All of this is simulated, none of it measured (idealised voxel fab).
You're looking at the process module voxel transistor to metal.
Displayed cross-section: cut, width of 275 nm, square cells sized 5 nm.
Think of the cross-section as a grid of square cells. We describe it in bands, top to bottom, and each band covers one or more rows of those cells. Within each band entry, the heights of the top and of the bottom of the band appear first, in that order and in nm; the materials of the band then follow from left to right, each with its corresponding width in nm. The designation "everywhere" on a single material indicates that it fills the band from edge to edge; the designation "empty" indicates empty space. Convention: height 0 is the level below which the wafer, as received, is all one material. The lowest band does not terminate at the bottom but continues downward, represented as "z 0 and below". Quick explanation for "30->40": the width changes in equal steps down the rows of cells, from the first number in the band's top row to the second number in its bottom row. Reading "no change" for a step: not a cell of the cross-section changed in it. In the "Closed-off voids" entry, you get each enclosed empty space of 8 cells or more, one with no open way to the top, written width x height at distance, distance from the left edge, in nm. On a step's line, text after the settings is the simulator commenting on that step. overlay nm: for a step with a mask, the amount by which the mask lay right of where it was planned; a negative amount means left of it. Note on reading: below, each pair holds a cross-section from before one process step and one from after it; the one from after shows only down to the lowest band that changed. Beneath the pair, the step in between is stated along with its settings. The pairs can stem from different runs of this module on the same starting wafer. Where a pair's entry headed "Snapshot before" says so, and only there, that pair continues from the pair above it.
-- Snapshot before
	z 5 to 0 = 20 SiO2; 105 empty; 20 SiO2; 105 empty; 25 SiO2
	z 0 to -5 = SiO2 everywhere
	z -5 to -30 = 25 SiO2; 95 Si; 30 SiO2; 95 Si; 30 SiO2
	z -30 and below = Si everywhere
	Closed-off voids: none
-- State After Step
	z 25 to 20 = 20 polySi; 105 empty; 20 polySi; 105 empty; 25 polySi
	z 20 to 5 = polySi everywhere
	z 5 to 0 = 20 SiO2; 105 polySi; 20 SiO2; 105 polySi; 25 SiO2
	Heights below 0 show no change.
	Closed-off voids: none
So what happened between those two cross-sections up there? DIRECTIONAL_DEP: material polySi, thk nm 20
Snapshot before: see preceding pair, after cross-section.
-- State After Step
	z 35 to 30 = 20 SiCN; 105 empty; 20 SiCN; 105 empty; 25 SiCN
	z 30 to 25 = SiCN everywhere
	z 25 to 20 = 20 polySi; 105 SiCN; 20 polySi; 105 SiCN; 25 polySi
	Heights below 20 show no change.
	Closed-off voids: none
So what happened between those two cross-sections up there? DIRECTIONAL_DEP: material SiCN, thk nm 10
Snapshot before: see preceding pair, after cross-section.
-- State After Step
	z 55 to 35 = 60 empty; 25 resist; 100 empty; 25 resist; 65 empty
	z 35 to 30 = 20 SiCN; 40 empty; 25 resist; 40 empty; 20 SiCN; 40 empty; 25 resist; 40 empty; 25 SiCN
	Heights below 30 show no change.
	Closed-off voids: none
So what happened between those two cross-sections up there? PATTERN: tone cover, mask id GATE, material resist, width nm 25, pitch nm 125, thk nm 20, overlay nm 0
Snapshot before: see preceding pair, after cross-section.
-- State After Step
	z 55 to 30 = 60 empty; 25 resist; 100 empty; 25 resist; 65 empty
	z 30 to 25 = 60 empty; 25 SiCN; 100 empty; 25 SiCN; 65 empty
	z 25 to 20 = 20 polySi; 40 empty; 25 SiCN; 40 empty; 20 polySi; 40 empty; 25 SiCN; 40 empty; 25 polySi
	Heights below 20 show no change.
	Closed-off voids: none
So what happened between those two cross-sections up there? DIRECTIONAL_ETCH: etch materials SiCN, depth nm 20
Snapshot before: see preceding pair, after cross-section.
-- State After Step
	z 55 to 30 = 60 empty; 25 resist; 100 empty; 25 resist; 65 empty
	z 30 to 20 = 60 empty; 25 SiCN; 100 empty; 25 SiCN; 65 empty
	z 20 to 5 = 60 empty; 25 polySi; 100 empty; 25 polySi; 65 empty
	z 5 to 0 = 20 SiO2; 40 empty; 25 polySi; 40 empty; 20 SiO2; 40 empty; 25 polySi; 40 empty; 25 SiO2
	Heights below 0 show no change.
	Closed-off voids: none
So what happened between those two cross-sections up there? DIRECTIONAL_ETCH: etch materials polySi, depth nm 30
Snapshot before: see preceding pair, after cross-section.
-- State After Step
	z 30 to 20 = 60 empty; 25 SiCN; 100 empty; 25 SiCN; 65 empty
	Heights below 20 show no change.
	Closed-off voids: none
So what happened between those two cross-sections up there? STRIP: etch materials resist
Snapshot before: see preceding pair, after cross-section.
-- State After Step
	z 40 to 30 = 50 empty; 45 SiN; 80 empty; 45 SiN; 55 empty
	z 30 to 20 = 50 empty; 10 SiN; 25 SiCN; 10 SiN; 80 empty; 10 SiN; 25 SiCN; 10 SiN; 55 empty
	z 20 to 15 = 50 empty; 10 SiN; 25 polySi; 10 SiN; 80 empty; 10 SiN; 25 polySi; 10 SiN; 55 empty
	z 15 to 10 = 30 SiN; 20 empty; 10 SiN; 25 polySi; 10 SiN; 20 empty; 40 SiN; 20 empty; 10 SiN; 25 polySi; 10 SiN; 20 empty; 35 SiN
	z 10 to 5 = 60 SiN; 25 polySi; 100 SiN; 25 polySi; 65 SiN
	z 5 to 0 = 20 SiO2; 40 SiN; 25 polySi; 40 SiN; 20 SiO2; 40 SiN; 25 polySi; 40 SiN; 25 SiO2
	Heights below 0 show no change.
	Closed-off voids: none
So what happened between those two cross-sections up there? CONFORMAL_DEP: material SiN, thk nm 10
Snapshot before: see preceding pair, after cross-section.
-- State After Step
	z 30 to 20 = 50 empty; 10 SiN; 25 SiCN; 10 SiN; 80 empty; 10 SiN; 25 SiCN; 10 SiN; 55 empty
	z 20 to 5 = 50 empty; 10 SiN; 25 polySi; 10 SiN; 80 empty; 10 SiN; 25 polySi; 10 SiN; 55 empty
	z 5 to 0 = 20 SiO2; 10 SiN; 20 empty; 10 SiN; 25 polySi; 10 SiN; 20 empty; 10 SiN; 20 SiO2; 10 SiN; 20 empty; 10 SiN; 25 polySi; 10 SiN; 20 empty; 10 SiN; 25 SiO2
	Heights below 0 show no change.
	Closed-off voids: none
So what happened between those two cross-sections up there? DIRECTIONAL_ETCH: etch materials SiN, depth nm 10
Snapshot before: see preceding pair, after cross-section.
-- State After Step
	z 30 to 20 = 50 empty; 10 SiN; 25 SiCN; 10 SiN; 80 empty; 10 SiN; 25 SiCN; 10 SiN; 55 empty
	z 20 to 5 = 50 empty; 10 SiN; 25 polySi; 10 SiN; 80 empty; 10 SiN; 25 polySi; 10 SiN; 55 empty
	z 5 to 0 = 20 empty; 10 SiN; 20 empty; 10 SiN; 25 polySi; 10 SiN; 20 empty; 10 SiN; 20 empty; 10 SiN; 20 empty; 10 SiN; 25 polySi; 10 SiN; 20 empty; 10 SiN; 25 empty
	z 0 to -5 = 30 SiO2; 20 empty; 45 SiO2; 20 empty; 40 SiO2; 20 empty; 45 SiO2; 20 empty; 35 SiO2
	Heights below -5 show no change.
	Closed-off voids: none
So what happened between those two cross-sections up there? DIRECTIONAL_ETCH: etch materials SiO2, depth nm 5
Snapshot before: see preceding pair, after cross-section.
-- State After Step
	z 30 to 20 = 50 empty; 10 SiN; 25 SiCN; 10 SiN; 80 empty; 10 SiN; 25 SiCN; 10 SiN; 55 empty
	z 20 to 5 = 50 empty; 10 SiN; 25 polySi; 10 SiN; 80 empty; 10 SiN; 25 polySi; 10 SiN; 55 empty
	z 5 to 0 = 20 empty; 10 SiN; 20 empty; 10 SiN; 25 polySi; 10 SiN; 20 empty; 10 SiN; 20 empty; 10 SiN; 20 empty; 10 SiN; 25 polySi; 10 SiN; 20 empty; 10 SiN; 25 empty
	z 0 to -5 = 30 SiO2; 20 empty; 45 SiO2; 20 empty; 40 SiO2; 20 empty; 45 SiO2; 20 empty; 35 SiO2
	z -5 to -15 = 25 SiO2; 5 Si; 20 empty; 45 Si; 20 empty; 5 Si; 30 SiO2; 5 Si; 20 empty; 45 Si; 20 empty; 5 Si; 30 SiO2
	Heights below -15 show no change.
	Closed-off voids: none
So what happened between those two cross-sections up there? DIRECTIONAL_ETCH: etch materials Si, depth nm 10
Snapshot before: see preceding pair, after cross-section.
-- State After Step
	z 30 to 20 = 50 empty; 10 SiN; 25 SiCN; 10 SiN; 80 empty; 10 SiN; 25 SiCN; 10 SiN; 55 empty
	z 20 to 10 = 50 empty; 10 SiN; 25 polySi; 10 SiN; 80 empty; 10 SiN; 25 polySi; 10 SiN; 55 empty
	z 10 to 5 = 25 empty; 25 SiGe; 10 SiN; 25 polySi; 10 SiN; 25 SiGe; 30 empty; 25 SiGe; 10 SiN; 25 polySi; 10 SiN; 25 SiGe; 30 empty
	z 5 to 0 = 20 empty; 10 SiN; 20 SiGe; 10 SiN; 25 polySi; 10 SiN; 20 SiGe; 10 SiN; 20 empty; 10 SiN; 20 SiGe; 10 SiN; 25 polySi; 10 SiN; 20 SiGe; 10 SiN; 25 empty
	z 0 to -5 = 30 SiO2; 20 SiGe; 45 SiO2; 20 SiGe; 40 SiO2; 20 SiGe; 45 SiO2; 20 SiGe; 35 SiO2
	z -5 to -15 = 25 SiO2; 5 Si; 20 SiGe; 45 Si; 20 SiGe; 5 Si; 30 SiO2; 5 Si; 20 SiGe; 45 Si; 20 SiGe; 5 Si; 30 SiO2
	Heights below -15 show no change.
	Closed-off voids: none
So what happened between those two cross-sections up there? EPI: material SiGe, thk nm 15
Snapshot before: see preceding pair, after cross-section.
-- State After Step
	z 35 to 30 = SiO2 everywhere
	z 30 to 20 = 50 SiO2; 10 SiN; 25 SiCN; 10 SiN; 80 SiO2; 10 SiN; 25 SiCN; 10 SiN; 55 SiO2
	z 20 to 10 = 50 SiO2; 10 SiN; 25 polySi; 10 SiN; 80 SiO2; 10 SiN; 25 polySi; 10 SiN; 55 SiO2
	z 10 to 5 = 25 SiO2; 25 SiGe; 10 SiN; 25 polySi; 10 SiN; 25 SiGe; 30 SiO2; 25 SiGe; 10 SiN; 25 polySi; 10 SiN; 25 SiGe; 30 SiO2
	z 5 to 0 = 20 SiO2; 10 SiN; 20 SiGe; 10 SiN; 25 polySi; 10 SiN; 20 SiGe; 10 SiN; 20 SiO2; 10 SiN; 20 SiGe; 10 SiN; 25 polySi; 10 SiN; 20 SiGe; 10 SiN; 25 SiO2
	Heights below 0 show no change.
	Closed-off voids: none
So what happened between those two cross-sections up there? FILL_DEP: material SiO2, thk nm 5
Snapshot before: see preceding pair, after cross-section.
-- State After Step
	z 30 to 20 = 50 SiO2; 10 SiN; 25 SiCN; 10 SiN; 80 SiO2; 10 SiN; 25 SiCN; 10 SiN; 55 SiO2
	Heights below 20 show no change.
	Closed-off voids: none
So what happened between those two cross-sections up there? CMP: height nm 30
Snapshot before: see preceding pair, after cross-section.
-- State After Step
	z 45 to 30 = SiO2 everywhere
	Heights below 30 show no change.
	Closed-off voids: none
So what happened between those two cross-sections up there? DIRECTIONAL_DEP: material SiO2, thk nm 15
Snapshot before: see preceding pair, after cross-section.
-- State After Step
	z 55 to 45 = aC everywhere
	Heights below 45 show no change.
	Closed-off voids: none
So what happened between those two cross-sections up there? DIRECTIONAL_DEP: material aC, thk nm 10
Snapshot before: see preceding pair, after cross-section.
-- State After Step
	z 80 to 55 = 25 resist; 30 empty; 35 resist; 30 empty; 30 resist; 30 empty; 35 resist; 30 empty; 30 resist
	Heights below 55 show no change.
	Closed-off voids: none
So what happened between those two cross-sections up there? PATTERN: tone open, mask id CONTACT, material resist, width nm 30, thk nm 25, overlay nm 0
Snapshot before: see preceding pair, after cross-section.
-- State After Step
	z 70 to 55 = 25 resist; 30 empty; 35 resist; 30 empty; 30 resist; 30 empty; 35 resist; 30 empty; 30 resist
	z 55 to 45 = 25 aC; 30 empty; 35 aC; 30 empty; 30 aC; 30 empty; 35 aC; 30 empty; 30 aC
	Heights below 45 show no change.
	Closed-off voids: none
So what happened between those two cross-sections up there? DIRECTIONAL_ETCH: etch materials aC, depth nm 10
Snapshot before: see preceding pair, after cross-section.
-- State After Step
	z 55 to 45 = 25 aC; 30 empty; 35 aC; 30 empty; 30 aC; 30 empty; 35 aC; 30 empty; 30 aC
	Heights below 45 show no change.
	Closed-off voids: none
So what happened between those two cross-sections up there? STRIP: etch materials resist
Snapshot before: see preceding pair, after cross-section.
-- State After Step
	z 55 to 45 = 25 aC; 30 empty; 35 aC; 30 empty; 30 aC; 30 empty; 35 aC; 30 empty; 30 aC
	z 45 to 30 = 25 SiO2; 30 empty; 35 SiO2; 30 empty; 30 SiO2; 30 empty; 35 SiO2; 30 empty; 30 SiO2
	z 30 to 20 = 25 SiO2; 25 empty; 10 SiN; 25 SiCN; 10 SiN; 25 empty; 30 SiO2; 25 empty; 10 SiN; 25 SiCN; 10 SiN; 25 empty; 30 SiO2
	z 20 to 10 = 25 SiO2; 25 empty; 10 SiN; 25 polySi; 10 SiN; 25 empty; 30 SiO2; 25 empty; 10 SiN; 25 polySi; 10 SiN; 25 empty; 30 SiO2
	Heights below 10 show no change.
	Closed-off voids: none
So what happened between those two cross-sections up there? DIRECTIONAL_ETCH: etch materials SiO2, depth nm 35
Snapshot before: see preceding pair, after cross-section.
-- State After Step
	z 45 to 30 = 25 SiO2; 30 empty; 35 SiO2; 30 empty; 30 SiO2; 30 empty; 35 SiO2; 30 empty; 30 SiO2
	Heights below 30 show no change.
	Closed-off voids: none
So what happened between those two cross-sections up there? STRIP: etch materials aC
Snapshot before: see preceding pair, after cross-section.
-- State After Step
	z 50 to 45 = 30 TiN; 20 empty; 45 TiN; 20 empty; 40 TiN; 20 empty; 45 TiN; 20 empty; 35 TiN
	z 45 to 35 = 25 SiO2; 5 TiN; 20 empty; 5 TiN; 35 SiO2; 5 TiN; 20 empty; 5 TiN; 30 SiO2; 5 TiN; 20 empty; 5 TiN; 35 SiO2; 5 TiN; 20 empty; 5 TiN; 30 SiO2
	z 35 to 30 = 25 SiO2; 5 TiN; 15 empty; 10 TiN; 35 SiO2; 10 TiN; 15 empty; 5 TiN; 30 SiO2; 5 TiN; 15 empty; 10 TiN; 35 SiO2; 10 TiN; 15 empty; 5 TiN; 30 SiO2
	z 30 to 20 = 25 SiO2; 5 TiN; 15 empty; 5 TiN; 10 SiN; 25 SiCN; 10 SiN; 5 TiN; 15 empty; 5 TiN; 30 SiO2; 5 TiN; 15 empty; 5 TiN; 10 SiN; 25 SiCN; 10 SiN; 5 TiN; 15 empty; 5 TiN; 30 SiO2
	z 20 to 15 = 25 SiO2; 5 TiN; 15 empty; 5 TiN; 10 SiN; 25 polySi; 10 SiN; 5 TiN; 15 empty; 5 TiN; 30 SiO2; 5 TiN; 15 empty; 5 TiN; 10 SiN; 25 polySi; 10 SiN; 5 TiN; 15 empty; 5 TiN; 30 SiO2
	z 15 to 10 = 25 SiO2; 25 TiN; 10 SiN; 25 polySi; 10 SiN; 25 TiN; 30 SiO2; 25 TiN; 10 SiN; 25 polySi; 10 SiN; 25 TiN; 30 SiO2
	Heights below 10 show no change.
	Closed-off voids: none
So what happened between those two cross-sections up there? CONFORMAL_DEP: material TiN, thk nm 5
Snapshot before: see preceding pair, after cross-section.
-- State After Step
	z 55 to 50 = W everywhere
	z 50 to 45 = 30 TiN; 20 W; 45 TiN; 20 W; 40 TiN; 20 W; 45 TiN; 20 W; 35 TiN
	z 45 to 35 = 25 SiO2; 5 TiN; 20 W; 5 TiN; 35 SiO2; 5 TiN; 20 W; 5 TiN; 30 SiO2; 5 TiN; 20 W; 5 TiN; 35 SiO2; 5 TiN; 20 W; 5 TiN; 30 SiO2
	z 35 to 30 = 25 SiO2; 5 TiN; 15 W; 10 TiN; 35 SiO2; 10 TiN; 15 W; 5 TiN; 30 SiO2; 5 TiN; 15 W; 10 TiN; 35 SiO2; 10 TiN; 15 W; 5 TiN; 30 SiO2
	z 30 to 20 = 25 SiO2; 5 TiN; 15 W; 5 TiN; 10 SiN; 25 SiCN; 10 SiN; 5 TiN; 15 W; 5 TiN; 30 SiO2; 5 TiN; 15 W; 5 TiN; 10 SiN; 25 SiCN; 10 SiN; 5 TiN; 15 W; 5 TiN; 30 SiO2
	z 20 to 15 = 25 SiO2; 5 TiN; 15 W; 5 TiN; 10 SiN; 25 polySi; 10 SiN; 5 TiN; 15 W; 5 TiN; 30 SiO2; 5 TiN; 15 W; 5 TiN; 10 SiN; 25 polySi; 10 SiN; 5 TiN; 15 W; 5 TiN; 30 SiO2
	Heights below 15 show no change.
	Closed-off voids: none
So what happened between those two cross-sections up there? FILL_DEP: material W, thk nm 5
Snapshot before: see preceding pair, after cross-section.
-- State After Step
	z 45 to 35 = 25 SiO2; 5 TiN; 20 W; 5 TiN; 35 SiO2; 5 TiN; 20 W; 5 TiN; 30 SiO2; 5 TiN; 20 W; 5 TiN; 35 SiO2; 5 TiN; 20 W; 5 TiN; 30 SiO2
	Heights below 35 show no change.
	Closed-off voids: none
So what happened between those two cross-sections up there? CMP: height nm 45
Snapshot before: see preceding pair, after cross-section.
-- State After Step
	z 50 to 45 = SiCN everywhere
	Heights below 45 show no change.
	Closed-off voids: none
So what happened between those two cross-sections up there? CONFORMAL_DEP: material SiCN, thk nm 5
Snapshot before: see preceding pair, after cross-section.
-- State After Step
	z 65 to 50 = lowk everywhere
	Heights below 50 show no change.
	Closed-off voids: none
So what happened between those two cross-sections up there? DIRECTIONAL_DEP: material lowk, thk nm 15
Snapshot before: see preceding pair, after cross-section.
-- State After Step
	z 65 to 50 = 25 lowk; 20 empty; 55 lowk; 20 empty; 30 lowk; 20 empty; 55 lowk; 20 empty; 30 lowk
	Heights below 50 show no change.
	Closed-off voids: none
So what happened between those two cross-sections up there? MASKED_ETCH: tone open, mask id METAL_1, width nm 20, etch materials lowk, depth nm 15, overlay nm 0
Snapshot before: see preceding pair, after cross-section.
-- State After Step
	z 65 to 50 = 25 lowk; 20 empty; 55 lowk; 20 empty; 30 lowk; 20 empty; 55 lowk; 20 empty; 30 lowk
	z 50 to 45 = 25 SiCN; 20 empty; 55 SiCN; 20 empty; 30 SiCN; 20 empty; 55 SiCN; 20 empty; 30 SiCN
	Heights below 45 show no change.
	Closed-off voids: none
So what happened between those two cross-sections up there? MASKED_ETCH: tone open, mask id METAL_1, width nm 20, etch materials SiCN, depth nm 5, overlay nm 0
Snapshot before: see preceding pair, after cross-section.
-- State After Step
	z 70 to 65 = 30 TiN; 10 empty; 65 TiN; 10 empty; 40 TiN; 10 empty; 65 TiN; 10 empty; 35 TiN
	z 65 to 50 = 25 lowk; 5 TiN; 10 empty; 5 TiN; 55 lowk; 5 TiN; 10 empty; 5 TiN; 30 lowk; 5 TiN; 10 empty; 5 TiN; 55 lowk; 5 TiN; 10 empty; 5 TiN; 30 lowk
	z 50 to 45 = 25 SiCN; 20 TiN; 55 SiCN; 20 TiN; 30 SiCN; 20 TiN; 55 SiCN; 20 TiN; 30 SiCN
	Heights below 45 show no change.
	Closed-off voids: none
So what happened between those two cross-sections up there? CONFORMAL_DEP: material TiN, thk nm 5
Snapshot before: see preceding pair, after cross-section.
-- State After Step
	z 75 to 70 = Ru everywhere
	z 70 to 65 = 30 TiN; 10 Ru; 65 TiN; 10 Ru; 40 TiN; 10 Ru; 65 TiN; 10 Ru; 35 TiN
	z 65 to 50 = 25 lowk; 5 TiN; 10 Ru; 5 TiN; 55 lowk; 5 TiN; 10 Ru; 5 TiN; 30 lowk; 5 TiN; 10 Ru; 5 TiN; 55 lowk; 5 TiN; 10 Ru; 5 TiN; 30 lowk
	Heights below 50 show no change.
	Closed-off voids: none
So what happened between those two cross-sections up there? FILL_DEP: material Ru, thk nm 5
Snapshot before: see preceding pair, after cross-section.
-- State After Step
	z 65 to 50 = 25 lowk; 5 TiN; 10 Ru; 5 TiN; 55 lowk; 5 TiN; 10 Ru; 5 TiN; 30 lowk; 5 TiN; 10 Ru; 5 TiN; 55 lowk; 5 TiN; 10 Ru; 5 TiN; 30 lowk
	Heights below 50 show no change.
	Closed-off voids: none
So what happened between those two cross-sections up there? CMP: height nm 65
Snapshot before: see preceding pair, after cross-section.
-- State After Step
	z 70 to 65 = SiN everywhere
	Heights below 65 show no change.
	Closed-off voids: none
So what happened between those two cross-sections up there? CONFORMAL_DEP: material SiN, thk nm 5
-- Snapshot before
	z 55 to 45 = aC everywhere
	z 45 to 30 = SiO2 everywhere
	z 30 to 20 = 50 SiO2; 10 SiN; 25 SiCN; 10 SiN; 80 SiO2; 10 SiN; 25 SiCN; 10 SiN; 55 SiO2
	z 20 to 10 = 50 SiO2; 10 SiN; 25 polySi; 10 SiN; 80 SiO2; 10 SiN; 25 polySi; 10 SiN; 55 SiO2
	z 10 to 5 = 20 SiO2; 30 SiGe; 10 SiN; 25 polySi; 10 SiN; 30 SiGe; 20 SiO2; 30 SiGe; 10 SiN; 25 polySi; 10 SiN; 30 SiGe; 25 SiO2
	z 5 to 0 = 15 SiO2; 10 SiN; 25 SiGe; 10 SiN; 25 polySi; 10 SiN; 25 SiGe; 10 SiN; 10 SiO2; 10 SiN; 25 SiGe; 10 SiN; 25 polySi; 10 SiN; 25 SiGe; 10 SiN; 20 SiO2
	z 0 to -5 = 25 SiO2; 25 SiGe; 45 SiO2; 25 SiGe; 30 SiO2; 25 SiGe; 45 SiO2; 25 SiGe; 30 SiO2
	z -5 to -15 = 20 SiO2; 5 Si; 25 SiGe; 45 Si; 25 SiGe; 5 Si; 20 SiO2; 5 Si; 25 SiGe; 45 Si; 25 SiGe; 5 Si; 25 SiO2
	z -15 to -30 = 20 SiO2; 105 Si; 20 SiO2; 105 Si; 25 SiO2
	z -30 and below = Si everywhere
	Closed-off voids: none
-- State After Step
	z 80 to 55 = 30 resist; 30 empty; 35 resist; 30 empty; 30 resist; 30 empty; 35 resist; 30 empty; 25 resist
	Heights below 55 show no change.
	Closed-off voids: none
So what happened between those two cross-sections up there? PATTERN: tone open, mask id CONTACT, material resist, width nm 30, thk nm 25, overlay nm 5
Snapshot before: see preceding pair, after cross-section.
-- State After Step
	z 70 to 55 = 30 resist; 30 empty; 35 resist; 30 empty; 30 resist; 30 empty; 35 resist; 30 empty; 25 resist
	z 55 to 45 = 30 aC; 30 empty; 35 aC; 30 empty; 30 aC; 30 empty; 35 aC; 30 empty; 25 aC
	Heights below 45 show no change.
	Closed-off voids: none
So what happened between those two cross-sections up there? DIRECTIONAL_ETCH: etch materials aC, depth nm 10
Snapshot before: see preceding pair, after cross-section.
-- State After Step
	z 55 to 45 = 30 aC; 30 empty; 35 aC; 30 empty; 30 aC; 30 empty; 35 aC; 30 empty; 25 aC
	Heights below 45 show no change.
	Closed-off voids: none
So what happened between those two cross-sections up there? STRIP: etch materials resist
Snapshot before: see preceding pair, after cross-section.
-- State After Step
	z 55 to 45 = 30 aC; 30 empty; 35 aC; 30 empty; 30 aC; 30 empty; 35 aC; 30 empty; 25 aC
	z 45 to 30 = 30 SiO2; 30 empty; 35 SiO2; 30 empty; 30 SiO2; 30 empty; 35 SiO2; 30 empty; 25 SiO2
	z 30 to 20 = 30 SiO2; 20 empty; 10 SiN; 25 SiCN; 10 SiN; 30 empty; 30 SiO2; 20 empty; 10 SiN; 25 SiCN; 10 SiN; 30 empty; 25 SiO2
	z 20 to 10 = 30 SiO2; 20 empty; 10 SiN; 25 polySi; 10 SiN; 30 empty; 30 SiO2; 20 empty; 10 SiN; 25 polySi; 10 SiN; 30 empty; 25 SiO2
	Heights below 10 show no change.
	Closed-off voids: none
So what happened between those two cross-sections up there? DIRECTIONAL_ETCH: etch materials SiO2, depth nm 35
Snapshot before: see preceding pair, after cross-section.
-- State After Step
	z 45 to 30 = 30 SiO2; 30 empty; 35 SiO2; 30 empty; 30 SiO2; 30 empty; 35 SiO2; 30 empty; 25 SiO2
	Heights below 30 show no change.
	Closed-off voids: none
So what happened between those two cross-sections up there? STRIP: etch materials aC
Snapshot before: see preceding pair, after cross-section.
-- State After Step
	z 50 to 45 = 35 TiN; 20 empty; 45 TiN; 20 empty; 40 TiN; 20 empty; 45 TiN; 20 empty; 30 TiN
	z 45 to 35 = 30 SiO2; 5 TiN; 20 empty; 5 TiN; 35 SiO2; 5 TiN; 20 empty; 5 TiN; 30 SiO2; 5 TiN; 20 empty; 5 TiN; 35 SiO2; 5 TiN; 20 empty; 5 TiN; 25 SiO2
	z 35 to 30 = 30 SiO2; 5 TiN; 10 empty; 15 TiN; 35 SiO2; 5 TiN; 20 empty; 5 TiN; 30 SiO2; 5 TiN; 10 empty; 15 TiN; 35 SiO2; 5 TiN; 20 empty; 5 TiN; 25 SiO2
	z 30 to 20 = 30 SiO2; 5 TiN; 10 empty; 5 TiN; 10 SiN; 25 SiCN; 10 SiN; 5 TiN; 20 empty; 5 TiN; 30 SiO2; 5 TiN; 10 empty; 5 TiN; 10 SiN; 25 SiCN; 10 SiN; 5 TiN; 20 empty; 5 TiN; 25 SiO2
	z 20 to 15 = 30 SiO2; 5 TiN; 10 empty; 5 TiN; 10 SiN; 25 polySi; 10 SiN; 5 TiN; 20 empty; 5 TiN; 30 SiO2; 5 TiN; 10 empty; 5 TiN; 10 SiN; 25 polySi; 10 SiN; 5 TiN; 20 empty; 5 TiN; 25 SiO2
	z 15 to 10 = 30 SiO2; 20 TiN; 10 SiN; 25 polySi; 10 SiN; 30 TiN; 30 SiO2; 20 TiN; 10 SiN; 25 polySi; 10 SiN; 30 TiN; 25 SiO2
	Heights below 10 show no change.
	Closed-off voids: none
So what happened between those two cross-sections up there? CONFORMAL_DEP: material TiN, thk nm 5
Snapshot before: see preceding pair, after cross-section.
-- State After Step
	z 55 to 50 = W everywhere
	z 50 to 45 = 35 TiN; 20 W; 45 TiN; 20 W; 40 TiN; 20 W; 45 TiN; 20 W; 30 TiN
	z 45 to 35 = 30 SiO2; 5 TiN; 20 W; 5 TiN; 35 SiO2; 5 TiN; 20 W; 5 TiN; 30 SiO2; 5 TiN; 20 W; 5 TiN; 35 SiO2; 5 TiN; 20 W; 5 TiN; 25 SiO2
	z 35 to 30 = 30 SiO2; 5 TiN; 10 W; 15 TiN; 35 SiO2; 5 TiN; 20 W; 5 TiN; 30 SiO2; 5 TiN; 10 W; 15 TiN; 35 SiO2; 5 TiN; 20 W; 5 TiN; 25 SiO2
	z 30 to 20 = 30 SiO2; 5 TiN; 10 W; 5 TiN; 10 SiN; 25 SiCN; 10 SiN; 5 TiN; 20 W; 5 TiN; 30 SiO2; 5 TiN; 10 W; 5 TiN; 10 SiN; 25 SiCN; 10 SiN; 5 TiN; 20 W; 5 TiN; 25 SiO2
	z 20 to 15 = 30 SiO2; 5 TiN; 10 W; 5 TiN; 10 SiN; 25 polySi; 10 SiN; 5 TiN; 20 W; 5 TiN; 30 SiO2; 5 TiN; 10 W; 5 TiN; 10 SiN; 25 polySi; 10 SiN; 5 TiN; 20 W; 5 TiN; 25 SiO2
	Heights below 15 show no change.
	Closed-off voids: none
So what happened between those two cross-sections up there? FILL_DEP: material W, thk nm 5
Snapshot before: see preceding pair, after cross-section.
-- State After Step
	z 45 to 35 = 30 SiO2; 5 TiN; 20 W; 5 TiN; 35 SiO2; 5 TiN; 20 W; 5 TiN; 30 SiO2; 5 TiN; 20 W; 5 TiN; 35 SiO2; 5 TiN; 20 W; 5 TiN; 25 SiO2
	Heights below 35 show no change.
	Closed-off voids: none
So what happened between those two cross-sections up there? CMP: height nm 45
Snapshot before: see preceding pair, after cross-section.
-- State After Step
	z 50 to 45 = SiCN everywhere
	Heights below 45 show no change.
	Closed-off voids: none
So what happened between those two cross-sections up there? CONFORMAL_DEP: material SiCN, thk nm 5
Snapshot before: see preceding pair, after cross-section.
-- State After Step
	z 65 to 50 = lowk everywhere
	Heights below 50 show no change.
	Closed-off voids: none
So what happened between those two cross-sections up there? DIRECTIONAL_DEP: material lowk, thk nm 15
Snapshot before: see preceding pair, after cross-section.
-- State After Step
	z 65 to 50 = 25 lowk; 20 empty; 55 lowk; 20 empty; 30 lowk; 20 empty; 55 lowk; 20 empty; 30 lowk
	Heights below 50 show no change.
	Closed-off voids: none
So what happened between those two cross-sections up there? MASKED_ETCH: tone open, mask id METAL_1, width nm 20, etch materials lowk, depth nm 15, overlay nm 0
Snapshot before: see preceding pair, after cross-section.
-- State After Step
	z 65 to 50 = 25 lowk; 20 empty; 55 lowk; 20 empty; 30 lowk; 20 empty; 55 lowk; 20 empty; 30 lowk
	z 50 to 45 = 25 SiCN; 20 empty; 55 SiCN; 20 empty; 30 SiCN; 20 empty; 55 SiCN; 20 empty; 30 SiCN
	Heights below 45 show no change.
	Closed-off voids: none
So what happened between those two cross-sections up there? MASKED_ETCH: tone open, mask id METAL_1, width nm 20, etch materials SiCN, depth nm 5, overlay nm 0
Snapshot before: see preceding pair, after cross-section.
-- State After Step
	z 70 to 65 = 30 TiN; 10 empty; 65 TiN; 10 empty; 40 TiN; 10 empty; 65 TiN; 10 empty; 35 TiN
	z 65 to 50 = 25 lowk; 5 TiN; 10 empty; 5 TiN; 55 lowk; 5 TiN; 10 empty; 5 TiN; 30 lowk; 5 TiN; 10 empty; 5 TiN; 55 lowk; 5 TiN; 10 empty; 5 TiN; 30 lowk
	z 50 to 45 = 25 SiCN; 20 TiN; 55 SiCN; 20 TiN; 30 SiCN; 20 TiN; 55 SiCN; 20 TiN; 30 SiCN
	Heights below 45 show no change.
	Closed-off voids: none
So what happened between those two cross-sections up there? CONFORMAL_DEP: material TiN, thk nm 5
Snapshot before: see preceding pair, after cross-section.
-- State After Step
	z 75 to 70 = Ru everywhere
	z 70 to 65 = 30 TiN; 10 Ru; 65 TiN; 10 Ru; 40 TiN; 10 Ru; 65 TiN; 10 Ru; 35 TiN
	z 65 to 50 = 25 lowk; 5 TiN; 10 Ru; 5 TiN; 55 lowk; 5 TiN; 10 Ru; 5 TiN; 30 lowk; 5 TiN; 10 Ru; 5 TiN; 55 lowk; 5 TiN; 10 Ru; 5 TiN; 30 lowk
	Heights below 50 show no change.
	Closed-off voids: none
So what happened between those two cross-sections up there? FILL_DEP: material Ru, thk nm 5
Snapshot before: see preceding pair, after cross-section.
-- State After Step
	z 65 to 50 = 25 lowk; 5 TiN; 10 Ru; 5 TiN; 55 lowk; 5 TiN; 10 Ru; 5 TiN; 30 lowk; 5 TiN; 10 Ru; 5 TiN; 55 lowk; 5 TiN; 10 Ru; 5 TiN; 30 lowk
	Heights below 50 show no change.
	Closed-off voids: none
So what happened between those two cross-sections up there? CMP: height nm 65
Snapshot before: see preceding pair, after cross-section.
-- State After Step
	z 70 to 65 = SiN everywhere
	Heights below 65 show no change.
	Closed-off voids: none
So what happened between those two cross-sections up there? CONFORMAL_DEP: material SiN, thk nm 5
